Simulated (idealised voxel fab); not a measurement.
This is a process module. Its name is voxel trench capacitor.
FYI the section here is cut, 160 nm wide, cells are 5 nm squares.
Cross-section, as written here: a square-cell grid given band by band from the top down, where a band holds one or more rows of cells.
It is stipulated that each band's entry specify, in nanometres, the height of the top of the band and then that of its bottom, followed by the materials of the band in left-to-right sequence, each together with its width in nanometres. A single material marked by the word "throughout" is understood to fill the band from edge to edge; the word "blank" is understood to denote empty space.
All heights in this document are referenced to 0, defined as the level beneath which the wafer, as received, consists entirely of one material. The lowest band is not bounded below; it extends indefinitely downward and is written in the form "0..down".
Graded width ("30->40"): value in top row of band = first number; value in bottom row = second number; row-to-row change constant.
A step reported as "no change" is a step in which no cell of the cross-section changed.
You'll see "Enclosed void listing" listing empty spaces that have no way open to the top, as long as they're 8 cells or more; the notation is width x height at distance, where the distance is from the left edge, and all of it is in nm.
What comes after the settings on a step's line is commentary from the simulator itself on that step.
If you see "overlay nm" on a step's line and that step has a mask, it's telling you how far right of where it was planned the mask ended up; a negative number means it went left instead.

Here's what the planned process steps look like
| 1 | op RECEIVE | material Si |
| 2 | op CONFORMAL_DEP | material SiN | thk nm 5 |
| 3 | op PATTERN | tone open | mask id TRENCH | material resist | width nm 25 | pitch nm 40 | thk nm 15 | overlay nm 0 |
| 4 | op DIRECTIONAL_ETCH | etch materials SiN | depth nm 5 |
| 5 | op DIRECTIONAL_ETCH | etch materials Si | depth nm 25 |
| 6 | op STRIP | etch materials resist |
| 7 | op CONFORMAL_DEP | material Al2O3 | thk nm 5 |
| 8 | op CONFORMAL_DEP | material TiN | thk nm 5 |
| 9 | op FILL_DEP | material W | thk nm 5 |
| 10 | op CMP | height nm 5 |

First of two wafers, processed according to plan

Cross-section of the wafer at receipt, which is the condition after step 1
	0..down  Si throughout
	Enclosed void listing: none

So this is the wafer cross-section right after step 2
	5..0  SiN throughout
	Lower than 0, everything is as it was.

So this is the wafer cross-section right after step 3
	20..5  resist (45)  blank (25)  resist (15)  blank (25)  resist (50)
	Lower than 5, everything is as it was.

So this is the wafer cross-section right after step 4
	20..5  resist (45)  blank (25)  resist (15)  blank (25)  resist (50)
	5..0  SiN (45)  blank (25)  SiN (15)  blank (25)  SiN (50)
	Lower than 0, everything is as it was.

So this is the wafer cross-section right after step 5
	20..5  resist (45)  blank (25)  resist (15)  blank (25)  resist (50)
	5..0  SiN (45)  blank (25)  SiN (15)  blank (25)  SiN (50)
	0..-25  Si (45)  blank (25)  Si (15)  blank (25)  Si (50)
	Lower than -25, everything is as it was.

So this is the wafer cross-section right after step 6
	5..0  SiN (45)  blank (25)  SiN (15)  blank (25)  SiN (50)
	Lower than 0, everything is as it was.

So this is the wafer cross-section right after step 7
	10..5  Al2O3 (50)  blank (15)  Al2O3 (25)  blank (15)  Al2O3 (55)
	5..0  SiN (45)  Al2O3 (5)  blank (15)  Al2O3 (5)  SiN (15)  Al2O3 (5)  blank (15)  Al2O3 (5)  SiN (50)
	0..-20  Si (45)  Al2O3 (5)  blank (15)  Al2O3 (5)  Si (15)  Al2O3 (5)  blank (15)  Al2O3 (5)  Si (50)
	-20..-25  Si (45)  Al2O3 (25)  Si (15)  Al2O3 (25)  Si (50)
	Lower than -25, everything is as it was.

So this is the wafer cross-section right after step 8
	15..10  TiN (55)  blank (5)  TiN (35)  blank (5)  TiN (60)
	10..5  Al2O3 (50)  TiN (5)  blank (5)  TiN (5)  Al2O3 (25)  TiN (5)  blank (5)  TiN (5)  Al2O3 (55)
	5..0  SiN (45)  Al2O3 (5)  TiN (5)  blank (5)  TiN (5)  Al2O3 (5)  SiN (15)  Al2O3 (5)  TiN (5)  blank (5)  TiN (5)  Al2O3 (5)  SiN (50)
	0..-15  Si (45)  Al2O3 (5)  TiN (5)  blank (5)  TiN (5)  Al2O3 (5)  Si (15)  Al2O3 (5)  TiN (5)  blank (5)  TiN (5)  Al2O3 (5)  Si (50)
	-15..-20  Si (45)  Al2O3 (5)  TiN (15)  Al2O3 (5)  Si (15)  Al2O3 (5)  TiN (15)  Al2O3 (5)  Si (50)
	Lower than -20, everything is as it was.

So this is the wafer cross-section right after step 9
	20..15  W throughout
	15..10  TiN (55)  W (5)  TiN (35)  W (5)  TiN (60)
	10..5  Al2O3 (50)  TiN (5)  W (5)  TiN (5)  Al2O3 (25)  TiN (5)  W (5)  TiN (5)  Al2O3 (55)
	5..0  SiN (45)  Al2O3 (5)  TiN (5)  W (5)  TiN (5)  Al2O3 (5)  SiN (15)  Al2O3 (5)  TiN (5)  W (5)  TiN (5)  Al2O3 (5)  SiN (50)
	0..-15  Si (45)  Al2O3 (5)  TiN (5)  W (5)  TiN (5)  Al2O3 (5)  Si (15)  Al2O3 (5)  TiN (5)  W (5)  TiN (5)  Al2O3 (5)  Si (50)
	Lower than -15, everything is as it was.

So this is the wafer cross-section right after step 10
	5..0  SiN (45)  Al2O3 (5)  TiN (5)  W (5)  TiN (5)  Al2O3 (5)  SiN (15)  Al2O3 (5)  TiN (5)  W (5)  TiN (5)  Al2O3 (5)  SiN (50)
	Lower than 0, everything is as it was.

Wafer two: like wafer one in start and plan, but with one mistake in execution; identical up to and including step 6

Planned end of step 7: second wafer, cross-section: no change

Planned end of step 8: second wafer, cross-section
	10..5  TiN (50)  blank (15)  TiN (25)  blank (15)  TiN (55)
	5..0  SiN (45)  TiN (5)  blank (15)  TiN (5)  SiN (15)  TiN (5)  blank (15)  TiN (5)  SiN (50)
	0..-20  Si (45)  TiN (5)  blank (15)  TiN (5)  Si (15)  TiN (5)  blank (15)  TiN (5)  Si (50)
	-20..-25  Si (45)  TiN (25)  Si (15)  TiN (25)  Si (50)
	Lower than -25, everything is as it was.

Planned end of step 9: second wafer, cross-section
	15..10  W throughout
	10..5  TiN (50)  W (15)  TiN (25)  W (15)  TiN (55)
	5..0  SiN (45)  TiN (5)  W (15)  TiN (5)  SiN (15)  TiN (5)  W (15)  TiN (5)  SiN (50)
	0..-20  Si (45)  TiN (5)  W (15)  TiN (5)  Si (15)  TiN (5)  W (15)  TiN (5)  Si (50)
	Lower than -20, everything is as it was.

Planned end of step 10: second wafer, cross-section
	5..0  SiN (45)  TiN (5)  W (15)  TiN (5)  SiN (15)  TiN (5)  W (15)  TiN (5)  SiN (50)
	Lower than 0, everything is as it was.
What broke from the plan during processing? step 7 was dropped from the plan's execution and never run
Final wafer comparison in cells, second versus first, more or fewer per material: Al2O3 -30 | TiN +8 | W +22
